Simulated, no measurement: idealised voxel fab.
process module | voxel ribs on slabs
cross-section cut | 175 nm wide | cells 5 nm
A cross-section is a grid of square cells, given in bands from the top down. A band is one or more rows of cells.
Each band's line starts with the height of the band's top and of its bottom, in nm. Then come its materials from left to right, each with its width in nm. One material with "throughout" fills the band from edge to edge. "air" is empty space.
Height 0 is the level under which the wafer as received is all one material. The lowest band goes on downwards, as in "0 down".
A width such as "30 to 40" changes by the same amount from each row of cells to the next, from the band's top row to its bottom row.
"no change" after a step means that no cell of the cross-section changed.
closed voids: empty space of 8 cells or more with no open way to the top, each as width x height at its distance from the left edge, in nm
after a step's settings: what the simulator itself notes on the step
overlay nm, on a step with a mask: how far to the right of its planned place the mask lay; to the left if negative
plan
1 op RECEIVE | material Si
2 op DIRECTIONAL_DEP | material SiO2 | thk nm 30
3 op DIRECTIONAL_DEP | material SiN | thk nm 20
4 op PATTERN | tone cover | mask id RIB | material resist | width nm 20 | thk nm 20 | overlay nm 0
5 op DIRECTIONAL_ETCH | etch materials SiN | depth nm 15
6 op STRIP | etch materials resist
7 op PATTERN | tone cover | mask id SLAB | material resist | width nm 60 | thk nm 20 | overlay nm 0
8 op DIRECTIONAL_ETCH | etch materials SiN | depth nm 5
9 op STRIP | etch materials resist
10 op FILL_DEP | material SiO2 | thk nm 15
11 op CMP | height nm 60
12 op DIRECTIONAL_DEP | material TiN | thk nm 10
13 op DIRECTIONAL_DEP | material aC | thk nm 10
14 op PATTERN | tone cover | mask id HEATER | material resist | width nm 30 | thk nm 25 | overlay nm 0
15 op DIRECTIONAL_ETCH | etch materials aC | depth nm 10
16 op STRIP | etch materials resist
17 op DIRECTIONAL_ETCH | etch materials TiN | depth nm 10
18 op STRIP | etch materials aC
19 op CONFORMAL_DEP | material SiN | thk nm 5
as received, after step 1
  0 down: Si throughout
  closed voids: none
first wafer at the end, as planned
  75 to 70: air 65 | SiN 40 | air 70
  70 to 65: air 65 | SiN 5 | TiN 30 | SiN 5 | air 70
  65 to 60: SiN 70 | TiN 30 | SiN 75
  60 to 50: SiO2 throughout
  50 to 35: SiO2 75 | SiN 20 | SiO2 80
  35 to 30: SiO2 55 | SiN 60 | SiO2 60
  30 to 0: SiO2 throughout
  0 down: Si throughout
  closed voids: none
second wafer at the end: like start, like plan, one mistake
  70 to 60: air 70 | TiN 30 | air 75
  60 to 50: SiO2 throughout
  50 to 35: SiO2 75 | SiN 20 | SiO2 80
  35 to 30: SiO2 55 | SiN 60 | SiO2 60
  30 to 0: SiO2 throughout
  0 down: Si throughout
  closed voids: none
what went wrong: step 19 was left out
at the end the second wafer has, in cells: 39 fewer of SiN
